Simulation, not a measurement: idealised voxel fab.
Module name: voxel transistor to metal (process module)
Each square cell in cross-section cut measures 5 nm, and the section as a whole is 265 nm wide.
If you're reading a cross-section in this doc, picture square cells in a grid; it comes to you as bands, top ones listed first down to the bottom, and a band can be one or more rows of cells. Each band's line starts with the height of the band's top and of its bottom, in nm. Then come its materials from left to right, each with its width in nm. One material with "full width" fills the band from edge to edge. "air" is empty space. Counting heights begins at 0, where everything beneath is, in the wafer as received, one material. The lowest band has no bottom; it goes on downwards, as "0 and below" shows. You'd read "30->40" like this: the band's top row of cells is as wide as the first number, its bottom row is as wide as the second, and going down, every row changes width by the same amount as the row before did. Key: "left unchanged" - step with no changed cell in the cross-section. The entry titled "Enclosed cavity list" provides the empty spaces that have no open way to the top, restricted to those of 8 cells or more. Each is presented as width x height at distance, the distance being measured from the left edge, with all three in nm. Formally, on a step line, whatever follows the settings is a remark that the simulator itself makes on the step. A step's line can hold "overlay nm"; with a mask on that step, the setting says how far right of the planned place the mask lay, while a negative setting says it lay to the left.
### Steps in the process plan
1. RECEIVE: material Si
2. OXIDIZE: depth nm 5
3. CONFORMAL_DEP: material SiN, thk nm 15
4. MASKED_ETCH: tone cover, mask id ACTIVE, width nm 105, pitch nm 130, etch materials SiN, depth nm 15, overlay nm 0
5. MASKED_ETCH: tone cover, mask id ACTIVE, width nm 105, pitch nm 130, etch materials SiO2, depth nm 5, overlay nm 0
6. MASKED_ETCH: tone cover, mask id ACTIVE, width nm 105, pitch nm 130, etch materials Si, depth nm 30, overlay nm 0
7. OXIDIZE: depth nm 5
8. FILL_DEP: material SiO2, thk nm 5
9. CMP: height nm 15
10. SELECTIVE_ETCH: etch materials SiO2, depth nm 10
11. STRIP: etch materials SiN
12. SELECTIVE_ETCH: etch materials SiO2, depth nm 5
13. OXIDIZE: depth nm 5
14. DIRECTIONAL_DEP: material polySi, thk nm 20
15. DIRECTIONAL_DEP: material SiCN, thk nm 15
16. DIRECTIONAL_DEP: material aC, thk nm 15
17. PATTERN: tone cover, mask id GATE, material resist, width nm 15, pitch nm 130, thk nm 35, overlay nm 0
18. DIRECTIONAL_ETCH: etch materials aC, depth nm 15
19. STRIP: etch materials resist
20. DIRECTIONAL_ETCH: etch materials SiCN, depth nm 25
21. DIRECTIONAL_ETCH: etch materials polySi, depth nm 30
22. STRIP: etch materials aC
23. CONFORMAL_DEP: material SiO2, thk nm 5
24. DIRECTIONAL_ETCH: etch materials SiO2, depth nm 5
25. CONFORMAL_DEP: material SiN, thk nm 10
26. DIRECTIONAL_ETCH: etch materials SiN, depth nm 10
27. DIRECTIONAL_ETCH: etch materials SiO2, depth nm 5
28. DIRECTIONAL_ETCH: etch materials Si, depth nm 15
29. EPI: material SiGe, thk nm 15
30. FILL_DEP: material SiO2, thk nm 10
31. CMP: height nm 30
32. DIRECTIONAL_DEP: material SiO2, thk nm 10
33. DIRECTIONAL_DEP: material aC, thk nm 15
34. PATTERN: tone open, mask id CONTACT, material resist, width nm 35, thk nm 35, overlay nm 0
35. DIRECTIONAL_ETCH: etch materials aC, depth nm 15
36. STRIP: etch materials resist
37. DIRECTIONAL_ETCH: etch materials SiO2, depth nm 35
38. STRIP: etch materials aC
39. CONFORMAL_DEP: material TiN, thk nm 5
40. FILL_DEP: material Ru, thk nm 10
41. CMP: height nm 40
42. CONFORMAL_DEP: material SiN, thk nm 5
43. DIRECTIONAL_DEP: material SiO2, thk nm 20
44. MASKED_ETCH: tone open, mask id METAL_1, width nm 20, etch materials SiO2, depth nm 20, overlay nm 0
45. MASKED_ETCH: tone open, mask id METAL_1, width nm 20, etch materials SiN, depth nm 5, overlay nm 0
46. CONFORMAL_DEP: material TiN, thk nm 5
47. FILL_DEP: material Cu, thk nm 10
48. CMP: height nm 65
49. CONFORMAL_DEP: material SiCN, thk nm 5
### Here's what the wafer looked like in cross-section when it arrived - that's after step 1
    0 and below  Si full width
    Enclosed cavity list: none
### The first of the two wafers as seen in cross-section once the module was finished; processing followed the plan
    70 down to 65  SiCN full width
    65 down to 45  SiO2: 20, then TiN: 5, then Cu: 10, then TiN: 5, then SiO2: 55, then TiN: 5, then Cu: 10, then TiN: 5, then SiO2: 35, then TiN: 5, then Cu: 10, then TiN: 5, then SiO2: 55, then TiN: 5, then Cu: 10, then TiN: 5, then SiO2: 20
    45 down to 40  SiN: 20, then TiN: 20, then SiN: 55, then TiN: 20, then SiN: 35, then TiN: 20, then SiN: 55, then TiN: 20, then SiN: 20
    40 down to 30  SiO2: 20, then TiN: 5, then Ru: 25->15, then TiN: 5->15, then SiO2: 25, then TiN: 5->15, then Ru: 25->15, then TiN: 5, then SiO2: 35, then TiN: 5, then Ru: 25->15, then TiN: 5->15, then SiO2: 25, then TiN: 5->15, then Ru: 25->15, then TiN: 5, then SiO2: 20
    30 down to 15  SiO2: 20, then TiN: 5, then Ru: 15, then TiN: 5, then SiN: 10, then SiO2: 5, then SiCN: 15, then SiO2: 5, then SiN: 10, then TiN: 5, then Ru: 15, then TiN: 5, then SiO2: 35, then TiN: 5, then Ru: 15, then TiN: 5, then SiN: 10, then SiO2: 5, then SiCN: 15, then SiO2: 5, then SiN: 10, then TiN: 5, then Ru: 15, then TiN: 5, then SiO2: 20
    15 down to 10  SiO2: 20, then TiN: 5, then Ru: 15, then TiN: 5, then SiN: 10, then SiO2: 5, then polySi: 15, then SiO2: 5, then SiN: 10, then TiN: 5, then Ru: 15, then TiN: 5, then SiO2: 35, then TiN: 5, then Ru: 15, then TiN: 5, then SiN: 10, then SiO2: 5, then polySi: 15, then SiO2: 5, then SiN: 10, then TiN: 5, then Ru: 15, then TiN: 5, then SiO2: 20
    10 down to 5  SiO2: 20, then TiN: 25, then SiN: 10, then SiO2: 5, then polySi: 15, then SiO2: 5, then SiN: 10, then TiN: 25, then SiO2: 35, then TiN: 25, then SiN: 10, then SiO2: 5, then polySi: 15, then SiO2: 5, then SiN: 10, then TiN: 25, then SiO2: 20
    5 down to 0  SiO2: 20, then SiGe: 25, then SiN: 10, then SiO2: 5, then polySi: 15, then SiO2: 5, then SiN: 10, then SiGe: 25, then SiO2: 35, then SiGe: 25, then SiN: 10, then SiO2: 5, then polySi: 15, then SiO2: 5, then SiN: 10, then SiGe: 25, then SiO2: 20
    0 down to -5  SiO2: 15, then SiN: 10, then SiGe: 20, then SiN: 10, then SiO2: 5, then polySi: 15, then SiO2: 5, then SiN: 10, then SiGe: 20, then SiN: 10, then SiO2: 25, then SiN: 10, then SiGe: 20, then SiN: 10, then SiO2: 5, then polySi: 15, then SiO2: 5, then SiN: 10, then SiGe: 20, then SiN: 10, then SiO2: 15
    -5 down to -10  SiO2: 25, then SiGe: 20, then SiO2: 45, then SiGe: 20, then SiO2: 45, then SiGe: 20, then SiO2: 45, then SiGe: 20, then SiO2: 25
    -10 down to -25  SiO2: 20, then Si: 5, then SiGe: 20, then Si: 45, then SiGe: 20, then Si: 5, then SiO2: 35, then Si: 5, then SiGe: 20, then Si: 45, then SiGe: 20, then Si: 5, then SiO2: 20
    -25 down to -40  SiO2: 20, then Si: 95, then SiO2: 35, then Si: 95, then SiO2: 20
    -40 and below  Si full width
    Enclosed cavity list: none
### So this is wafer number two of the two, cut at the end of the module - it started where the first did and had the same plan, we just got one thing wrong running it
    70 down to 65  SiCN full width
    65 down to 60  SiN: 20, then TiN: 20, then SiN: 55, then TiN: 20, then SiN: 35, then TiN: 20, then SiN: 55, then TiN: 20, then SiN: 20
    60 down to 40  SiO2 full width
    40 down to 30  SiO2: 20, then TiN: 5, then Ru: 25->15, then TiN: 5->15, then SiO2: 25, then TiN: 5->15, then Ru: 25->15, then TiN: 5, then SiO2: 35, then TiN: 5, then Ru: 25->15, then TiN: 5->15, then SiO2: 25, then TiN: 5->15, then Ru: 25->15, then TiN: 5, then SiO2: 20
    30 down to 15  SiO2: 20, then TiN: 5, then Ru: 15, then TiN: 5, then SiN: 10, then SiO2: 5, then SiCN: 15, then SiO2: 5, then SiN: 10, then TiN: 5, then Ru: 15, then TiN: 5, then SiO2: 35, then TiN: 5, then Ru: 15, then TiN: 5, then SiN: 10, then SiO2: 5, then SiCN: 15, then SiO2: 5, then SiN: 10, then TiN: 5, then Ru: 15, then TiN: 5, then SiO2: 20
    15 down to 10  SiO2: 20, then TiN: 5, then Ru: 15, then TiN: 5, then SiN: 10, then SiO2: 5, then polySi: 15, then SiO2: 5, then SiN: 10, then TiN: 5, then Ru: 15, then TiN: 5, then SiO2: 35, then TiN: 5, then Ru: 15, then TiN: 5, then SiN: 10, then SiO2: 5, then polySi: 15, then SiO2: 5, then SiN: 10, then TiN: 5, then Ru: 15, then TiN: 5, then SiO2: 20
    10 down to 5  SiO2: 20, then TiN: 25, then SiN: 10, then SiO2: 5, then polySi: 15, then SiO2: 5, then SiN: 10, then TiN: 25, then SiO2: 35, then TiN: 25, then SiN: 10, then SiO2: 5, then polySi: 15, then SiO2: 5, then SiN: 10, then TiN: 25, then SiO2: 20
    5 down to 0  SiO2: 20, then SiGe: 25, then SiN: 10, then SiO2: 5, then polySi: 15, then SiO2: 5, then SiN: 10, then SiGe: 25, then SiO2: 35, then SiGe: 25, then SiN: 10, then SiO2: 5, then polySi: 15, then SiO2: 5, then SiN: 10, then SiGe: 25, then SiO2: 20
    0 down to -5  SiO2: 15, then SiN: 10, then SiGe: 20, then SiN: 10, then SiO2: 5, then polySi: 15, then SiO2: 5, then SiN: 10, then SiGe: 20, then SiN: 10, then SiO2: 25, then SiN: 10, then SiGe: 20, then SiN: 10, then SiO2: 5, then polySi: 15, then SiO2: 5, then SiN: 10, then SiGe: 20, then SiN: 10, then SiO2: 15
    -5 down to -10  SiO2: 25, then SiGe: 20, then SiO2: 45, then SiGe: 20, then SiO2: 45, then SiGe: 20, then SiO2: 45, then SiGe: 20, then SiO2: 25
    -10 down to -25  SiO2: 20, then Si: 5, then SiGe: 20, then Si: 45, then SiGe: 20, then Si: 5, then SiO2: 35, then Si: 5, then SiGe: 20, then Si: 45, then SiGe: 20, then Si: 5, then SiO2: 20
    -25 down to -40  SiO2: 20, then Si: 95, then SiO2: 35, then Si: 95, then SiO2: 20
    -40 and below  Si full width
    Enclosed cavity list: none
Which mistake was made when the wafer was run? deviation from plan: step 43 and step 42 executed in one another's positions
Per the end-of-run cell counts, the second wafer holds more or fewer of some materials than the first: 32 fewer of Cu; 64 more of SiO2; 32 fewer of TiN
